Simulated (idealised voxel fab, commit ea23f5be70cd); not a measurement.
process module | voxel transistor to metal
cross-section cut | 200 nm wide | cells 5 nm
A cross-section is a grid of square cells, given in bands from the top down. A band is one or more rows of cells.
Each band's line starts with the height of the band's top and of its bottom, in nm. Then come its materials from left to right, each with its width in nm. One material with "throughout" fills the band from edge to edge. "air" is empty space.
Height 0 is the level under which the wafer as received is all one material. The lowest band goes on downwards, as in "0 down".
A width such as "30 to 40" changes by the same amount from each row of cells to the next, from the band's top row to its bottom row.
"no change" after a step means that no cell of the cross-section changed.
closed voids: empty space of 8 cells or more with no open way to the top, each as width x height at its distance from the left edge, in nm
after a step's settings: what the simulator itself notes on the step
overlay nm, on a step with a mask: how far to the right of its planned place the mask lay; to the left if negative
plan
1 op RECEIVE | material Si
2 op CONFORMAL_DEP | material SiO2 | thk nm 5
3 op CONFORMAL_DEP | material SiN | thk nm 15
4 op DIRECTIONAL_DEP | material aC | thk nm 10
5 op PATTERN | tone cover | mask id ACTIVE | material resist | width nm 110 | thk nm 30 | overlay nm 0
6 op DIRECTIONAL_ETCH | etch materials aC | depth nm 10
7 op STRIP | etch materials resist
8 op DIRECTIONAL_ETCH | etch materials SiN | depth nm 15
9 op DIRECTIONAL_ETCH | etch materials SiO2 | depth nm 5
10 op DIRECTIONAL_ETCH | etch materials Si | depth nm 30
11 op STRIP | etch materials aC
12 op OXIDIZE | depth nm 5
13 op FILL_DEP | material SiO2 | thk nm 15
14 op CMP | height nm 20
15 op SELECTIVE_ETCH | etch materials SiO2 | depth nm 10
16 op STRIP | etch materials SiN
17 op SELECTIVE_ETCH | etch materials SiO2 | depth nm 5
18 op OXIDIZE | depth nm 5
19 op DIRECTIONAL_DEP | material polySi | thk nm 25
20 op DIRECTIONAL_DEP | material SiCN | thk nm 10
21 op MASKED_ETCH | tone cover | mask id GATE | width nm 20 | etch materials SiCN | depth nm 20 | overlay nm 0
22 op MASKED_ETCH | tone cover | mask id GATE | width nm 20 | etch materials polySi | depth nm 35 | overlay nm 0
23 op CONFORMAL_DEP | material SiO2 | thk nm 5
24 op DIRECTIONAL_ETCH | etch materials SiO2 | depth nm 5
25 op CONFORMAL_DEP | material SiN | thk nm 5
26 op DIRECTIONAL_ETCH | etch materials SiN | depth nm 5
27 op DIRECTIONAL_ETCH | etch materials SiO2 | depth nm 5
28 op DIRECTIONAL_ETCH | etch materials Si | depth nm 15
29 op EPI | material nSi | thk nm 15
30 op FILL_DEP | material SiO2 | thk nm 10
31 op CMP | height nm 35
32 op DIRECTIONAL_DEP | material SiO2 | thk nm 10
33 op DIRECTIONAL_DEP | material aC | thk nm 15
34 op PATTERN | tone open | mask id CONTACT | material resist | width nm 15 | pitch nm 75 | thk nm 35 | overlay nm 0
35 op DIRECTIONAL_ETCH | etch materials aC | depth nm 15
36 op STRIP | etch materials resist
37 op DIRECTIONAL_ETCH | etch materials SiO2 | depth nm 50
38 op STRIP | etch materials aC
39 op CONFORMAL_DEP | material TiN | thk nm 5
40 op FILL_DEP | material Ru | thk nm 10
41 op CMP | height nm 45
42 op DIRECTIONAL_DEP | material TiN | thk nm 5
43 op DIRECTIONAL_DEP | material Ru | thk nm 15
44 op DIRECTIONAL_DEP | material aC | thk nm 10
45 op PATTERN | tone cover | mask id METAL_1 | material resist | width nm 15 | pitch nm 75 | thk nm 30 | overlay nm 0
46 op DIRECTIONAL_ETCH | etch materials aC | depth nm 10
47 op STRIP | etch materials resist
48 op DIRECTIONAL_ETCH | etch materials Ru | depth nm 15
49 op DIRECTIONAL_ETCH | etch materials TiN | depth nm 5
50 op STRIP | etch materials aC
51 op FILL_DEP | material SiO2 | thk nm 10
52 op CMP | height nm 65
53 op CONFORMAL_DEP | material SiCN | thk nm 5
54 op DIRECTIONAL_DEP | material SiO2 | thk nm 30
55 op DIRECTIONAL_DEP | material aC | thk nm 15
56 op PATTERN | tone open | mask id METAL_2 | material resist | width nm 15 | pitch nm 75 | thk nm 30 | overlay nm 0
57 op DIRECTIONAL_ETCH | etch materials aC | depth nm 15
58 op STRIP | etch materials resist
59 op DIRECTIONAL_ETCH | etch materials SiO2 | depth nm 20
60 op STRIP | etch materials aC
61 op PATTERN | tone open | mask id METAL_2_HOLES | material resist | width nm 15 | pitch nm 75 | thk nm 20 | overlay nm 0
62 op DIRECTIONAL_ETCH | etch materials SiO2 | depth nm 10
63 op DIRECTIONAL_ETCH | etch materials SiCN | depth nm 5
64 op STRIP | etch materials resist
65 op CONFORMAL_DEP | material TiN | thk nm 5
66 op FILL_DEP | material Cu | thk nm 5
67 op CMP | height nm 100
68 op CONFORMAL_DEP | material SiN | thk nm 5
as received, after step 1
  0 down: Si throughout
  closed voids: none
first wafer at the end, as planned
  105 to 100: SiN throughout
  100 to 70: SiO2 55 | TiN 5 | Cu 5 | TiN 5 | SiO2 60 | TiN 5 | Cu 5 | TiN 5 | SiO2 55
  70 to 65: SiCN 55 | TiN 15 | SiCN 60 | TiN 15 | SiCN 55
  65 to 50: SiO2 55 | Ru 15 | SiO2 60 | Ru 15 | SiO2 55
  50 to 45: SiO2 55 | TiN 15 | SiO2 60 | TiN 15 | SiO2 55
  45 to 35: SiO2 55 | TiN 5 | Ru 5 | TiN 5 | SiO2 60 | TiN 5 | Ru 5 | TiN 5 | SiO2 55
  35 to 25: SiO2 55 | TiN 5 | Ru 5 | TiN 5 | SiO2 10 | SiN 5 | SiO2 5 | SiCN 20 | SiO2 5 | SiN 5 | SiO2 10 | TiN 5 | Ru 5 | TiN 5 | SiO2 55
  25 to 15: SiO2 55 | TiN 5 | Ru 5 | TiN 5 | SiO2 10 | SiN 5 | SiO2 5 | polySi 20 | SiO2 5 | SiN 5 | SiO2 10 | TiN 5 | Ru 5 | TiN 5 | SiO2 55
  15 to 10: SiO2 55 | TiN 15 | SiO2 10 | SiN 5 | SiO2 5 | polySi 20 | SiO2 5 | SiN 5 | SiO2 10 | TiN 15 | SiO2 55
  10 to 5: SiO2 55 | TiN 10 | nSi 15 | SiN 5 | SiO2 5 | polySi 20 | SiO2 5 | SiN 5 | nSi 15 | TiN 10 | SiO2 55
  5 to 0: SiO2 45 | SiN 5 | SiO2 5 | TiN 10 | nSi 15 | SiN 5 | SiO2 5 | polySi 20 | SiO2 5 | SiN 5 | nSi 15 | TiN 10 | SiO2 5 | SiN 5 | SiO2 45
  0 to -5: SiO2 55 | TiN 10 | nSi 15 | SiO2 40 | nSi 15 | TiN 10 | SiO2 55
  -5 to -20: SiO2 50 | nSi 30 | Si 40 | nSi 30 | SiO2 50
  -20 to -35: SiO2 50 | Si 100 | SiO2 50
  -35 down: Si throughout
  closed voids: none
second wafer at the end: like start, like plan, one mistake
  105 to 100: SiN throughout
  100 to 70: SiO2 55 | TiN 5 | Cu 5 | TiN 5 | SiO2 60 | TiN 5 | Cu 5 | TiN 5 | SiO2 55
  70 to 65: SiCN 55 | TiN 15 | SiCN 60 | TiN 15 | SiCN 55
  65 to 50: SiO2 55 | Ru 15 | SiO2 60 | Ru 15 | SiO2 55
  50 to 45: SiO2 55 | TiN 15 | SiO2 60 | TiN 15 | SiO2 55
  45 to 35: SiO2 55 | TiN 5 | Ru 5 | TiN 5 | SiO2 60 | TiN 5 | Ru 5 | TiN 5 | SiO2 55
  35 to 25: SiO2 55 | TiN 5 | Ru 5 | TiN 5 | SiO2 10 | SiN 5 | SiO2 5 | SiCN 20 | SiO2 5 | SiN 5 | SiO2 10 | TiN 5 | Ru 5 | TiN 5 | SiO2 55
  25 to 15: SiO2 55 | TiN 5 | Ru 5 | TiN 5 | SiO2 10 | SiN 5 | SiO2 5 | polySi 20 | SiO2 5 | SiN 5 | SiO2 10 | TiN 5 | Ru 5 | TiN 5 | SiO2 55
  15 to 10: SiO2 55 | TiN 15 | SiO2 10 | SiN 5 | SiO2 5 | polySi 20 | SiO2 5 | SiN 5 | SiO2 10 | TiN 15 | SiO2 55
  10 to 5: SiO2 55 | TiN 10 | nSi 15 | SiN 5 | SiO2 5 | polySi 20 | SiO2 5 | SiN 5 | nSi 15 | TiN 10 | SiO2 55
  5 to 0: SiO2 45 | SiN 5 | SiO2 5 | TiN 10 | nSi 15 | SiN 5 | SiO2 5 | polySi 20 | SiO2 5 | SiN 5 | nSi 15 | TiN 10 | SiO2 5 | SiN 5 | SiO2 45
  0 to -5: SiO2 50 | nSi 30 | SiO2 40 | nSi 30 | SiO2 50
  -5 to -15: SiO2 50 | nSi 30 | Si 40 | nSi 30 | SiO2 50
  -15 to -35: SiO2 50 | Si 100 | SiO2 50
  -35 down: Si throughout
  closed voids: none
what went wrong: step 28 ran as: op DIRECTIONAL_ETCH | etch materials Si | depth nm 10
at the end the second wafer has, in cells: 12 more of Si | 2 fewer of SiO2 | 4 fewer of TiN | 6 fewer of nSi
